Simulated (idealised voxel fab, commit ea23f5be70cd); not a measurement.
This section sets out a process module, namely voxel capacitor over wiring.
Square cells of 5 nm make up the cross-section cut, whose width is 230 nm.
Just so we're on the same page, the cross-sections are grids of square cells, and they're listed out in bands top to bottom, each band one or more rows deep. Heads up on the band format: heights come first, top then bottom, in nm. After that it's the materials left to right, each with its width in nm. A single material flagged "all across" fills the whole band edge to edge, and "blank" means there's empty space there. Counting heights begins at 0, where everything beneath is, in the wafer as received, one material. The lowest band has no bottom; it goes on downwards, as "from 0 down" shows. With a width like "30..40", each row of cells in the band differs from the next by the same amount, the top row carrying the first number and the bottom row the second. "all unchanged", as given for a step, is the statement that not any cell of the cross-section underwent a change during that step. The entry titled "Sealed-off cavities" provides the empty spaces that have no open way to the top, restricted to those of 8 cells or more. Each is presented as width x height at distance, the distance being measured from the left edge, with all three in nm. That trailing text on a step's line, after the settings, is the simulator's own remark on the step. The setting "overlay nm" may be written on the line of a step. When the step uses a mask, the value reports how far to the right of the planned place the mask lay, and a negative value reports that it lay to the left. Each pair below shows a cross-section before one step and the cross-section after it, down to the lowest band that changed. The line under each pair gives the step between them, with its settings. The pairs can come from different runs of this module on the same starting wafer, so a pair continues from the pair above only where its "Pre-step view" says so.

**Pre-step view**
* from 100 to 85  65 nm blank | 75 nm aC | 90 nm blank
* from 85 to 80  TiN all across
* from 80 to 75  HfO2 all across
* from 75 to 65  TiN all across
* from 65 to 45  65 nm lowk | 5 nm TiN | 10 nm W | 5 nm TiN | 145 nm lowk
* from 45 to 40  65 nm SiCN | 20 nm TiN | 145 nm SiCN
* from 40 to 15  60 nm SiO2 | 5 nm TiN | 10 nm Cu | 5 nm TiN | 70 nm SiO2 | 5 nm TiN | 10 nm Cu | 5 nm TiN | 60 nm SiO2
* from 15 to 10  60 nm SiN | 20 nm TiN | 70 nm SiN | 20 nm TiN | 60 nm SiN
* from 10 to 0  SiO2 all across
* from 0 down  Si all across
* Sealed-off cavities: none

**after**
* from 100 to 85  65 nm blank | 75 nm aC | 90 nm blank
* from 85 to 80  65 nm blank | 75 nm TiN | 90 nm blank
* Note: structure below 80 unchanged.
* Sealed-off cavities: none
Which operation links the two cross-sections above? DIRECTIONAL_ETCH [etch materials TiN] [depth nm 5]

Pre-step view: taken from the pair above, after panel.

**after**
* from 100 to 85  65 nm blank | 75 nm aC | 90 nm blank
* from 85 to 80  65 nm blank | 75 nm TiN | 90 nm blank
* from 80 to 75  65 nm blank | 75 nm HfO2 | 90 nm blank
* Note: structure below 75 unchanged.
* Sealed-off cavities: none
Which operation links the two cross-sections above? DIRECTIONAL_ETCH [etch materials HfO2] [depth nm 5]

Pre-step view: taken from the pair above, after panel.

**after**
* from 85 to 80  65 nm blank | 75 nm TiN | 90 nm blank
* Note: structure below 80 unchanged.
* Sealed-off cavities: none
Which operation links the two cross-sections above? STRIP [etch materials aC]

Pre-step view: taken from the pair above, after panel.

**after**
* from 105 to 85  60 nm blank | 85 nm resist | 85 nm blank
* from 85 to 80  60 nm blank | 5 nm resist | 75 nm TiN | 5 nm resist | 85 nm blank
* from 80 to 75  60 nm blank | 5 nm resist | 75 nm HfO2 | 5 nm resist | 85 nm blank
* Note: structure below 75 unchanged.
* Sealed-off cavities: none
Which operation links the two cross-sections above? PATTERN [tone cover] [mask id LOWER_PLATE] [material resist] [width nm 85] [thk nm 20] [overlay nm 0]

Pre-step view: taken from the pair above, after panel.

**after**
* from 105 to 85  60 nm blank | 85 nm resist | 85 nm blank
* from 85 to 80  60 nm blank | 5 nm resist | 75 nm TiN | 5 nm resist | 85 nm blank
* from 80 to 75  60 nm blank | 5 nm resist | 75 nm HfO2 | 5 nm resist | 85 nm blank
* from 75 to 65  60 nm blank | 85 nm TiN | 85 nm blank
* Note: structure below 65 unchanged.
* Sealed-off cavities: none
Which operation links the two cross-sections above? DIRECTIONAL_ETCH [etch materials TiN] [depth nm 10]

Pre-step view: taken from the pair above, after panel.

**after**
* from 85 to 80  65 nm blank | 75 nm TiN | 90 nm blank
* from 80 to 75  65 nm blank | 75 nm HfO2 | 90 nm blank
* Note: structure below 75 unchanged.
* Sealed-off cavities: none
Which operation links the two cross-sections above? STRIP [etch materials resist]

Pre-step view: taken from the pair above, after panel.

**after**
* from 100 to 85  SiO2 all across
* from 85 to 80  65 nm SiO2 | 75 nm TiN | 90 nm SiO2
* from 80 to 75  65 nm SiO2 | 75 nm HfO2 | 90 nm SiO2
* from 75 to 65  60 nm SiO2 | 85 nm TiN | 85 nm SiO2
* Note: structure below 65 unchanged.
* Sealed-off cavities: none
Which operation links the two cross-sections above? FILL_DEP [material SiO2] [thk nm 15]

Pre-step view: taken from the pair above, after panel.

**after**
* from 95 to 85  SiO2 all across
* Note: structure below 85 unchanged.
* Sealed-off cavities: none
Which operation links the two cross-sections above? CMP [height nm 95]

Pre-step view: taken from the pair above, after panel.

**after**
* from 95 to 85  75 nm SiO2 | 15 nm blank | 140 nm SiO2
* Note: structure below 85 unchanged.
* Sealed-off cavities: none
Which operation links the two cross-sections above? MASKED_ETCH [tone open] [mask id PLUG_2] [width nm 15] [etch materials SiO2] [depth nm 10] [overlay nm 0]

Pre-step view: taken from the pair above, after panel.

**after**
* from 100 to 95  80 nm TiN | 5 nm blank | 145 nm TiN
* from 95 to 90  75 nm SiO2 | 5 nm TiN | 5 nm blank | 5 nm TiN | 140 nm SiO2
* from 90 to 80  75..65 nm SiO2 | 15..75 nm TiN | 140..90 nm SiO2
* Note: structure below 80 unchanged.
* Sealed-off cavities: none
Which operation links the two cross-sections above? CONFORMAL_DEP [material TiN] [thk nm 5]

Pre-step view: taken from the pair above, after panel.

**after**
* from 110 to 100  W all across
* from 100 to 95  80 nm TiN | 5 nm W | 145 nm TiN
* from 95 to 90  75 nm SiO2 | 5 nm TiN | 5 nm W | 5 nm TiN | 140 nm SiO2
* Note: structure below 90 unchanged.
* Sealed-off cavities: none
Which operation links the two cross-sections above? FILL_DEP [material W] [thk nm 10]

Pre-step view: taken from the pair above, after panel.

**after**
* from 95 to 90  75 nm SiO2 | 5 nm TiN | 5 nm W | 5 nm TiN | 140 nm SiO2
* Note: structure below 90 unchanged.
* Sealed-off cavities: none
Which operation links the two cross-sections above? CMP [height nm 95]

Pre-step view: taken from the pair above, after panel.

**after**
* from 100 to 95  SiN all across
* Note: structure below 95 unchanged.
* Sealed-off cavities: none
Which operation links the two cross-sections above? CONFORMAL_DEP [material SiN] [thk nm 5]

**Pre-step view**
* from 50 to 40  aC all across
* from 40 to 15  SiO2 all across
* from 15 to 10  SiN all across
* from 10 to 0  SiO2 all across
* from 0 down  Si all across
* Sealed-off cavities: none

**after**
* from 80 to 50  55 nm resist | 20 nm blank | 70 nm resist | 20 nm blank | 65 nm resist
* Note: structure below 50 unchanged.
* Sealed-off cavities: none
Which operation links the two cross-sections above? PATTERN [tone open] [mask id METAL_1] [material resist] [width nm 20] [pitch nm 90] [thk nm 30] [overlay nm -5]

Pre-step view: taken from the pair above, after panel.

**after**
* from 70 to 50  55 nm resist | 20 nm blank | 70 nm resist | 20 nm blank | 65 nm resist
* from 50 to 40  55 nm aC | 20 nm blank | 70 nm aC | 20 nm blank | 65 nm aC
* Note: structure below 40 unchanged.
* Sealed-off cavities: none
Which operation links the two cross-sections above? DIRECTIONAL_ETCH [etch materials aC] [depth nm 10]

Pre-step view: taken from the pair above, after panel.

**after**
* from 50 to 40  55 nm aC | 20 nm blank | 70 nm aC | 20 nm blank | 65 nm aC
* Note: structure below 40 unchanged.
* Sealed-off cavities: none
Which operation links the two cross-sections above? STRIP [etch materials resist]

Pre-step view: taken from the pair above, after panel.

**after**
* from 50 to 40  55 nm aC | 20 nm blank | 70 nm aC | 20 nm blank | 65 nm aC
* from 40 to 15  55 nm SiO2 | 20 nm blank | 70 nm SiO2 | 20 nm blank | 65 nm SiO2
* Note: structure below 15 unchanged.
* Sealed-off cavities: none
Which operation links the two cross-sections above? DIRECTIONAL_ETCH [etch materials SiO2] [depth nm 25]

Pre-step view: taken from the pair above, after panel.

**after**
* from 50 to 40  55 nm aC | 20 nm blank | 70 nm aC | 20 nm blank | 65 nm aC
* from 40 to 15  55 nm SiO2 | 20 nm blank | 70 nm SiO2 | 20 nm blank | 65 nm SiO2
* from 15 to 10  55 nm SiN | 20 nm blank | 70 nm SiN | 20 nm blank | 65 nm SiN
* Note: structure below 10 unchanged.
* Sealed-off cavities: none
Which operation links the two cross-sections above? DIRECTIONAL_ETCH [etch materials SiN] [depth nm 5]

Pre-step view: taken from the pair above, after panel.

**after**
* from 40 to 15  55 nm SiO2 | 20 nm blank | 70 nm SiO2 | 20 nm blank | 65 nm SiO2
* Note: structure below 15 unchanged.
* Sealed-off cavities: none
Which operation links the two cross-sections above? STRIP [etch materials aC]

Pre-step view: taken from the pair above, after panel.

**after**
* from 45 to 40  60 nm TiN | 10 nm blank | 80 nm TiN | 10 nm blank | 70 nm TiN
* from 40 to 15  55 nm SiO2 | 5 nm TiN | 10 nm blank | 5 nm TiN | 70 nm SiO2 | 5 nm TiN | 10 nm blank | 5 nm TiN | 65 nm SiO2
* from 15 to 10  55 nm SiN | 20 nm TiN | 70 nm SiN | 20 nm TiN | 65 nm SiN
* Note: structure below 10 unchanged.
* Sealed-off cavities: none
Which operation links the two cross-sections above? CONFORMAL_DEP [material TiN] [thk nm 5]

Pre-step view: taken from the pair above, after panel.

**after**
* from 50 to 45  Cu all across
* from 45 to 40  60 nm TiN | 10 nm Cu | 80 nm TiN | 10 nm Cu | 70 nm TiN
* from 40 to 15  55 nm SiO2 | 5 nm TiN | 10 nm Cu | 5 nm TiN | 70 nm SiO2 | 5 nm TiN | 10 nm Cu | 5 nm TiN | 65 nm SiO2
* Note: structure below 15 unchanged.
* Sealed-off cavities: none
Which operation links the two cross-sections above? FILL_DEP [material Cu] [thk nm 5]

Pre-step view: taken from the pair above, after panel.

**after**
* from 40 to 15  55 nm SiO2 | 5 nm TiN | 10 nm Cu | 5 nm TiN | 70 nm SiO2 | 5 nm TiN | 10 nm Cu | 5 nm TiN | 65 nm SiO2
* Note: structure below 15 unchanged.
* Sealed-off cavities: none
Which operation links the two cross-sections above? CMP [height nm 40]

Pre-step view: taken from the pair above, after panel.

**after**
* from 45 to 40  SiCN all across
* Note: structure below 40 unchanged.
* Sealed-off cavities: none
Which operation links the two cross-sections above? CONFORMAL_DEP [material SiCN] [thk nm 5]

Pre-step view: taken from the pair above, after panel.

**after**
* from 65 to 45  lowk all across
* Note: structure below 45 unchanged.
* Sealed-off cavities: none
Which operation links the two cross-sections above? DIRECTIONAL_DEP [material lowk] [thk nm 20]

Pre-step view: taken from the pair above, after panel.

**after**
* from 75 to 65  aC all across
* Note: structure below 65 unchanged.
* Sealed-off cavities: none
Which operation links the two cross-sections above? DIRECTIONAL_DEP [material aC] [thk nm 10]

Pre-step view: taken from the pair above, after panel.

**after**
* from 100 to 75  65 nm resist | 15 nm blank | 150 nm resist
* Note: structure below 75 unchanged.
* Sealed-off cavities: none
Which operation links the two cross-sections above? PATTERN [tone open] [mask id PLUG_1] [material resist] [width nm 15] [thk nm 25] [overlay nm 0]

Pre-step view: taken from the pair above, after panel.

**after**
* from 90 to 75  65 nm resist | 15 nm blank | 150 nm resist
* from 75 to 65  65 nm aC | 15 nm blank | 150 nm aC
* Note: structure below 65 unchanged.
* Sealed-off cavities: none
Which operation links the two cross-sections above? DIRECTIONAL_ETCH [etch materials aC] [depth nm 10]

Pre-step view: taken from the pair above, after panel.

**after**
* from 75 to 65  65 nm aC | 15 nm blank | 150 nm aC
* Note: structure below 65 unchanged.
* Sealed-off cavities: none
Which operation links the two cross-sections above? STRIP [etch materials resist]

Pre-step view: taken from the pair above, after panel.

**after**
* from 75 to 65  65 nm aC | 15 nm blank | 150 nm aC
* from 65 to 45  65 nm lowk | 15 nm blank | 150 nm lowk
* Note: structure below 45 unchanged.
* Sealed-off cavities: none
Which operation links the two cross-sections above? DIRECTIONAL_ETCH [etch materials lowk] [depth nm 20]

Pre-step view: taken from the pair above, after panel.

**after**
* from 75 to 65  65 nm aC | 15 nm blank | 150 nm aC
* from 65 to 45  65 nm lowk | 15 nm blank | 150 nm lowk
* from 45 to 40  65 nm SiCN | 15 nm blank | 150 nm SiCN
* Note: structure below 40 unchanged.
* Sealed-off cavities: none
Which operation links the two cross-sections above? DIRECTIONAL_ETCH [etch materials SiCN] [depth nm 5]

Pre-step view: taken from the pair above, after panel.

**after**
* from 65 to 45  65 nm lowk | 15 nm blank | 150 nm lowk
* Note: structure below 45 unchanged.
* Sealed-off cavities: none
Which operation links the two cross-sections above? STRIP [etch materials aC]

Pre-step view: taken from the pair above, after panel.

**after**
* from 70 to 65  70 nm TiN | 5 nm blank | 155 nm TiN
* from 65 to 45  65 nm lowk | 5 nm TiN | 5 nm blank | 5 nm TiN | 150 nm lowk
* from 45 to 40  65 nm SiCN | 15 nm TiN | 150 nm SiCN
* Note: structure below 40 unchanged.
* Sealed-off cavities: none
Which operation links the two cross-sections above? CONFORMAL_DEP [material TiN] [thk nm 5]

Pre-step view: taken from the pair above, after panel.

**after**
* from 80 to 70  W all across
* from 70 to 65  70 nm TiN | 5 nm W | 155 nm TiN
* from 65 to 45  65 nm lowk | 5 nm TiN | 5 nm W | 5 nm TiN | 150 nm lowk
* Note: structure below 45 unchanged.
* Sealed-off cavities: none
Which operation links the two cross-sections above? FILL_DEP [material W] [thk nm 10]

Pre-step view: taken from the pair above, after panel.

**after**
* from 65 to 45  65 nm lowk | 5 nm TiN | 5 nm W | 5 nm TiN | 150 nm lowk
* Note: structure below 45 unchanged.
* Sealed-off cavities: none
Which operation links the two cross-sections above? CMP [height nm 65]

Pre-step view: taken from the pair above, after panel.

**after**
* from 75 to 65  TiN all across
* Note: structure below 65 unchanged.
* Sealed-off cavities: none
Which operation links the two cross-sections above? DIRECTIONAL_DEP [material TiN] [thk nm 10]

Pre-step view: taken from the pair above, after panel.

**after**
* from 80 to 75  HfO2 all across
* Note: structure below 75 unchanged.
* Sealed-off cavities: none
Which operation links the two cross-sections above? DIRECTIONAL_DEP [material HfO2] [thk nm 5]

Pre-step view: taken from the pair above, after panel.

**after**
* from 85 to 80  TiN all across
* Note: structure below 80 unchanged.
* Sealed-off cavities: none
Which operation links the two cross-sections above? DIRECTIONAL_DEP [material TiN] [thk nm 5]

Pre-step view: taken from the pair above, after panel.

**after**
* from 100 to 85  aC all across
* Note: structure below 85 unchanged.
* Sealed-off cavities: none
Which operation links the two cross-sections above? DIRECTIONAL_DEP [material aC] [thk nm 15]

Pre-step view: taken from the pair above, after panel.

**after**
* from 135 to 100  65 nm blank | 75 nm resist | 90 nm blank
* Note: structure below 100 unchanged.
* Sealed-off cavities: none
Which operation links the two cross-sections above? PATTERN [tone cover] [mask id UPPER_PLATE] [material resist] [width nm 75] [thk nm 35] [overlay nm 0]

Pre-step view: taken from the pair above, after panel.

**after**
* from 120 to 100  65 nm blank | 75 nm resist | 90 nm blank
* from 100 to 85  65 nm blank | 75 nm aC | 90 nm blank
* Note: structure below 85 unchanged.
* Sealed-off cavities: none
Which operation links the two cross-sections above? DIRECTIONAL_ETCH [etch materials aC] [depth nm 15]

Pre-step view: taken from the pair above, after panel.

**after**
* from 100 to 85  65 nm blank | 75 nm aC | 90 nm blank
* Note: structure below 85 unchanged.
* Sealed-off cavities: none
Which operation links the two cross-sections above? STRIP [etch materials resist]

Pre-step view: taken from the pair above, after panel.

**after**
* from 100 to 85  65 nm blank | 75 nm aC | 90 nm blank
* from 85 to 80  65 nm blank | 75 nm TiN | 90 nm blank
* Note: structure below 80 unchanged.
* Sealed-off cavities: none
Which operation links the two cross-sections above? DIRECTIONAL_ETCH [etch materials TiN] [depth nm 5]

Pre-step view: taken from the pair above, after panel.

**after**
* from 100 to 85  65 nm blank | 75 nm aC | 90 nm blank
* from 85 to 80  65 nm blank | 75 nm TiN | 90 nm blank
* from 80 to 75  65 nm blank | 75 nm HfO2 | 90 nm blank
* Note: structure below 75 unchanged.
* Sealed-off cavities: none
Which operation links the two cross-sections above? DIRECTIONAL_ETCH [etch materials HfO2] [depth nm 5]

Pre-step view: taken from the pair above, after panel.

**after**
* from 85 to 80  65 nm blank | 75 nm TiN | 90 nm blank
* Note: structure below 80 unchanged.
* Sealed-off cavities: none
Which operation links the two cross-sections above? STRIP [etch materials aC]

Pre-step view: taken from the pair above, after panel.

**after**
* from 105 to 85  60 nm blank | 85 nm resist | 85 nm blank
* from 85 to 80  60 nm blank | 5 nm resist | 75 nm TiN | 5 nm resist | 85 nm blank
* from 80 to 75  60 nm blank | 5 nm resist | 75 nm HfO2 | 5 nm resist | 85 nm blank
* Note: structure below 75 unchanged.
* Sealed-off cavities: none
Which operation links the two cross-sections above? PATTERN [tone cover] [mask id LOWER_PLATE] [material resist] [width nm 85] [thk nm 20] [overlay nm 0]

Pre-step view: taken from the pair above, after panel.

**after**
* from 105 to 85  60 nm blank | 85 nm resist | 85 nm blank
* from 85 to 80  60 nm blank | 5 nm resist | 75 nm TiN | 5 nm resist | 85 nm blank
* from 80 to 75  60 nm blank | 5 nm resist | 75 nm HfO2 | 5 nm resist | 85 nm blank
* from 75 to 65  60 nm blank | 85 nm TiN | 85 nm blank
* Note: structure below 65 unchanged.
* Sealed-off cavities: none
Which operation links the two cross-sections above? DIRECTIONAL_ETCH [etch materials TiN] [depth nm 10]

Pre-step view: taken from the pair above, after panel.

**after**
* from 85 to 80  65 nm blank | 75 nm TiN | 90 nm blank
* from 80 to 75  65 nm blank | 75 nm HfO2 | 90 nm blank
* Note: structure below 75 unchanged.
* Sealed-off cavities: none
Which operation links the two cross-sections above? STRIP [etch materials resist]

Pre-step view: taken from the pair above, after panel.

**after**
* from 100 to 85  SiO2 all across
* from 85 to 80  65 nm SiO2 | 75 nm TiN | 90 nm SiO2
* from 80 to 75  65 nm SiO2 | 75 nm HfO2 | 90 nm SiO2
* from 75 to 65  60 nm SiO2 | 85 nm TiN | 85 nm SiO2
* Note: structure below 65 unchanged.
* Sealed-off cavities: none
Which operation links the two cross-sections above? FILL_DEP [material SiO2] [thk nm 15]

Pre-step view: taken from the pair above, after panel.

**after**
* from 95 to 85  SiO2 all across
* Note: structure below 85 unchanged.
* Sealed-off cavities: none
Which operation links the two cross-sections above? CMP [height nm 95]

Pre-step view: taken from the pair above, after panel.

**after**
* from 95 to 85  75 nm SiO2 | 15 nm blank | 140 nm SiO2
* Note: structure below 85 unchanged.
* Sealed-off cavities: none
Which operation links the two cross-sections above? MASKED_ETCH [tone open] [mask id PLUG_2] [width nm 15] [etch materials SiO2] [depth nm 10] [overlay nm 0]

Pre-step view: taken from the pair above, after panel.

**after**
* from 100 to 95  80 nm TiN | 5 nm blank | 145 nm TiN
* from 95 to 90  75 nm SiO2 | 5 nm TiN | 5 nm blank | 5 nm TiN | 140 nm SiO2
* from 90 to 80  75..65 nm SiO2 | 15..75 nm TiN | 140..90 nm SiO2
* Note: structure below 80 unchanged.
* Sealed-off cavities: none
Which operation links the two cross-sections above? CONFORMAL_DEP [material TiN] [thk nm 5]

Pre-step view: taken from the pair above, after panel.

**after**
* from 110 to 100  W all across
* from 100 to 95  80 nm TiN | 5 nm W | 145 nm TiN
* from 95 to 90  75 nm SiO2 | 5 nm TiN | 5 nm W | 5 nm TiN | 140 nm SiO2
* Note: structure below 90 unchanged.
* Sealed-off cavities: none
Which operation links the two cross-sections above? FILL_DEP [material W] [thk nm 10]

Pre-step view: taken from the pair above, after panel.

**after**
* from 95 to 90  75 nm SiO2 | 5 nm TiN | 5 nm W | 5 nm TiN | 140 nm SiO2
* Note: structure below 90 unchanged.
* Sealed-off cavities: none
Which operation links the two cross-sections above? CMP [height nm 95]

Pre-step view: taken from the pair above, after panel.

**after**
* from 100 to 95  SiN all across
* Note: structure below 95 unchanged.
* Sealed-off cavities: none
Which operation links the two cross-sections above? CONFORMAL_DEP [material SiN] [thk nm 5]

**Pre-step view**
* from 75 to 65  TiN all across
* from 65 to 45  65 nm lowk | 5 nm TiN | 5 nm W | 5 nm TiN | 150 nm lowk
* from 45 to 40  65 nm SiCN | 15 nm TiN | 150 nm SiCN
* from 40 to 15  60 nm SiO2 | 5 nm TiN | 10 nm Cu | 5 nm TiN | 70 nm SiO2 | 5 nm TiN | 10 nm Cu | 5 nm TiN | 60 nm SiO2
* from 15 to 10  60 nm SiN | 20 nm TiN | 70 nm SiN | 20 nm TiN | 60 nm SiN
* from 10 to 0  SiO2 all across
* from 0 down  Si all across
* Sealed-off cavities: none

**after**
* from 80 to 75  W all across
* Note: structure below 75 unchanged.
* Sealed-off cavities: none
Which operation links the two cross-sections above? DIRECTIONAL_DEP [material W] [thk nm 5]

Pre-step view: taken from the pair above, after panel.

**after**
* from 85 to 80  TiN all across
* Note: structure below 80 unchanged.
* Sealed-off cavities: none
Which operation links the two cross-sections above? DIRECTIONAL_DEP [material TiN] [thk nm 5]

Pre-step view: taken from the pair above, after panel.

**after**
* from 100 to 85  aC all across
* Note: structure below 85 unchanged.
* Sealed-off cavities: none
Which operation links the two cross-sections above? DIRECTIONAL_DEP [material aC] [thk nm 15]

Pre-step view: taken from the pair above, after panel.

**after**
* from 135 to 100  65 nm blank | 75 nm resist | 90 nm blank
* Note: structure below 100 unchanged.
* Sealed-off cavities: none
Which operation links the two cross-sections above? PATTERN [tone cover] [mask id UPPER_PLATE] [material resist] [width nm 75] [thk nm 35] [overlay nm 0]

Pre-step view: taken from the pair above, after panel.

**after**
* from 120 to 100  65 nm blank | 75 nm resist | 90 nm blank
* from 100 to 85  65 nm blank | 75 nm aC | 90 nm blank
* Note: structure below 85 unchanged.
* Sealed-off cavities: none
Which operation links the two cross-sections above? DIRECTIONAL_ETCH [etch materials aC] [depth nm 15]

Pre-step view: taken from the pair above, after panel.

**after**
* from 100 to 85  65 nm blank | 75 nm aC | 90 nm blank
* Note: structure below 85 unchanged.
* Sealed-off cavities: none
Which operation links the two cross-sections above? STRIP [etch materials resist]

Pre-step view: taken from the pair above, after panel.

**after**
* from 100 to 85  65 nm blank | 75 nm aC | 90 nm blank
* from 85 to 80  65 nm blank | 75 nm TiN | 90 nm blank
* Note: structure below 80 unchanged.
* Sealed-off cavities: none
Which operation links the two cross-sections above? DIRECTIONAL_ETCH [etch materials TiN] [depth nm 5]

Pre-step view: taken from the pair above, after panel.

**after**
* from 85 to 80  65 nm blank | 75 nm TiN | 90 nm blank
* Note: structure below 80 unchanged.
* Sealed-off cavities: none
Which operation links the two cross-sections above? STRIP [etch materials aC]

Pre-step view: taken from the pair above, after panel.

**after**
* from 105 to 85  60 nm blank | 85 nm resist | 85 nm blank
* from 85 to 80  60 nm blank | 5 nm resist | 75 nm TiN | 5 nm resist | 85 nm blank
* Note: structure below 80 unchanged.
* Sealed-off cavities: none
Which operation links the two cross-sections above? PATTERN [tone cover] [mask id LOWER_PLATE] [material resist] [width nm 85] [thk nm 20] [overlay nm 0]

Pre-step view: taken from the pair above, after panel.

**after**
* from 85 to 80  65 nm blank | 75 nm TiN | 90 nm blank
* Note: structure below 80 unchanged.
* Sealed-off cavities: none
Which operation links the two cross-sections above? STRIP [etch materials resist]

Pre-step view: taken from the pair above, after panel.

**after**
* from 100 to 85  SiO2 all across
* from 85 to 80  65 nm SiO2 | 75 nm TiN | 90 nm SiO2
* Note: structure below 80 unchanged.
* Sealed-off cavities: none
Which operation links the two cross-sections above? FILL_DEP [material SiO2] [thk nm 15]

Pre-step view: taken from the pair above, after panel.

**after**
* from 95 to 85  SiO2 all across
* Note: structure below 85 unchanged.
* Sealed-off cavities: none
Which operation links the two cross-sections above? CMP [height nm 95]

Pre-step view: taken from the pair above, after panel.

**after**
* from 95 to 85  75 nm SiO2 | 15 nm blank | 140 nm SiO2
* Note: structure below 85 unchanged.
* Sealed-off cavities: none
Which operation links the two cross-sections above? MASKED_ETCH [tone open] [mask id PLUG_2] [width nm 15] [etch materials SiO2] [depth nm 10] [overlay nm 0]

Pre-step view: taken from the pair above, after panel.

**after**
* from 100 to 95  80 nm TiN | 5 nm blank | 145 nm TiN
* from 95 to 90  75 nm SiO2 | 5 nm TiN | 5 nm blank | 5 nm TiN | 140 nm SiO2
* from 90 to 80  75..65 nm SiO2 | 15..75 nm TiN | 140..90 nm SiO2
* Note: structure below 80 unchanged.
* Sealed-off cavities: none
Which operation links the two cross-sections above? CONFORMAL_DEP [material TiN] [thk nm 5]

Pre-step view: taken from the pair above, after panel.

**after**
* from 110 to 100  W all across
* from 100 to 95  80 nm TiN | 5 nm W | 145 nm TiN
* from 95 to 90  75 nm SiO2 | 5 nm TiN | 5 nm W | 5 nm TiN | 140 nm SiO2
* Note: structure below 90 unchanged.
* Sealed-off cavities: none
Which operation links the two cross-sections above? FILL_DEP [material W] [thk nm 10]

Pre-step view: taken from the pair above, after panel.

**after**
* from 95 to 90  75 nm SiO2 | 5 nm TiN | 5 nm W | 5 nm TiN | 140 nm SiO2
* Note: structure below 90 unchanged.
* Sealed-off cavities: none
Which operation links the two cross-sections above? CMP [height nm 95]

Pre-step view: taken from the pair above, after panel.

**after**
* from 100 to 95  SiN all across
* Note: structure below 95 unchanged.
* Sealed-off cavities: none
Which operation links the two cross-sections above? CONFORMAL_DEP [material SiN] [thk nm 5]

**Pre-step view**
* from 95 to 85  SiO2 all across
* from 85 to 80  65 nm SiO2 | 75 nm TiN | 90 nm SiO2
* from 80 to 75  65 nm SiO2 | 75 nm HfO2 | 90 nm SiO2
* from 75 to 65  60 nm SiO2 | 85 nm TiN | 85 nm SiO2
* from 65 to 45  65 nm lowk | 5 nm TiN | 5 nm W | 5 nm TiN | 150 nm lowk
* from 45 to 40  65 nm SiCN | 15 nm TiN | 150 nm SiCN
* from 40 to 15  60 nm SiO2 | 5 nm TiN | 10 nm Cu | 5 nm TiN | 70 nm SiO2 | 5 nm TiN | 10 nm Cu | 5 nm TiN | 60 nm SiO2
* from 15 to 10  60 nm SiN | 20 nm TiN | 70 nm SiN | 20 nm TiN | 60 nm SiN
* from 10 to 0  SiO2 all across
* from 0 down  Si all across
* Sealed-off cavities: none

**after**
* from 95 to 85  75 nm blank | 15 nm SiO2 | 140 nm blank
* Note: structure below 85 unchanged.
* Sealed-off cavities: none
Which operation links the two cross-sections above? MASKED_ETCH [tone cover] [mask id PLUG_2] [width nm 15] [etch materials SiO2] [depth nm 10] [overlay nm 0]

Pre-step view: taken from the pair above, after panel.

**after**
* from 100 to 95  70 nm blank | 25 nm TiN | 135 nm blank
* from 95 to 90  70 nm blank | 5 nm TiN | 15 nm SiO2 | 5 nm TiN | 135 nm blank
* from 90 to 85  75 nm TiN | 15 nm SiO2 | 140 nm TiN
* Note: structure below 85 unchanged.
* Sealed-off cavities: none
Which operation links the two cross-sections above? CONFORMAL_DEP [material TiN] [thk nm 5]

Pre-step view: taken from the pair above, after panel.

**after**
* from 110 to 100  W all across
* from 100 to 95  70 nm W | 25 nm TiN | 135 nm W
* from 95 to 90  70 nm W | 5 nm TiN | 15 nm SiO2 | 5 nm TiN | 135 nm W
* Note: structure below 90 unchanged.
* Sealed-off cavities: none
Which operation links the two cross-sections above? FILL_DEP [material W] [thk nm 10]

Pre-step view: taken from the pair above, after panel.

**after**
* from 95 to 90  70 nm W | 5 nm TiN | 15 nm SiO2 | 5 nm TiN | 135 nm W
* Note: structure below 90 unchanged.
* Sealed-off cavities: none
Which operation links the two cross-sections above? CMP [height nm 95]

Pre-step view: taken from the pair above, after panel.

**after**
* from 100 to 95  SiN all across
* Note: structure below 95 unchanged.
* Sealed-off cavities: none
Which operation links the two cross-sections above? CONFORMAL_DEP [material SiN] [thk nm 5]
